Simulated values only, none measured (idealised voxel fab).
process module | voxel ribs on slabs
cross-section cut | 190 nm wide | cells 5 nm
A cross-section is a grid of square cells, given in bands from the top down. A band is one or more rows of cells.
Each band's line starts with the height of the band's top and of its bottom, in nm. Then come its materials from left to right, each with its width in nm. One material with "throughout" fills the band from edge to edge. "air" is empty space.
Height 0 is the level under which the wafer as received is all one material. The lowest band goes on downwards, as in "0 down".
A width such as "30 to 40" changes by the same amount from each row of cells to the next, from the band's top row to its bottom row.
"no change" after a step means that no cell of the cross-section changed.
closed voids: empty space of 8 cells or more with no open way to the top, each as width x height at its distance from the left edge, in nm
after a step's settings: what the simulator itself notes on the step
overlay nm, on a step with a mask: how far to the right of its planned place the mask lay; to the left if negative
plan
1 op RECEIVE | material Si
2 op DIRECTIONAL_DEP | material SiO2 | thk nm 30
3 op DIRECTIONAL_DEP | material polySi | thk nm 15
4 op MASKED_ETCH | tone cover | mask id RIB | width nm 25 | etch materials polySi | depth nm 10 | overlay nm 0
5 op MASKED_ETCH | tone cover | mask id SLAB | width nm 65 | etch materials polySi | depth nm 5 | overlay nm 0
6 op FILL_DEP | material SiO2 | thk nm 15
7 op CMP | height nm 55
8 op DIRECTIONAL_DEP | material TiN | thk nm 10
9 op PATTERN | tone cover | mask id HEATER | material resist | width nm 35 | thk nm 15 | overlay nm 0
10 op DIRECTIONAL_ETCH | etch materials TiN | depth nm 10
11 op STRIP | etch materials resist
12 op CONFORMAL_DEP | material SiN | thk nm 10
as received, after step 1
  0 down: Si throughout
  closed voids: none
a wafer at the end: this start, this plan, one mistake
  75 to 65: air 65 | SiN 55 | air 70
  65 to 55: SiN 75 | TiN 35 | SiN 80
  55 to 45: SiO2 80 to 60 | polySi 25 to 65 | SiO2 85 to 65
  45 to 30: polySi throughout
  30 to 0: SiO2 throughout
  0 down: Si throughout
  closed voids: none
what went wrong: step 3 was run twice
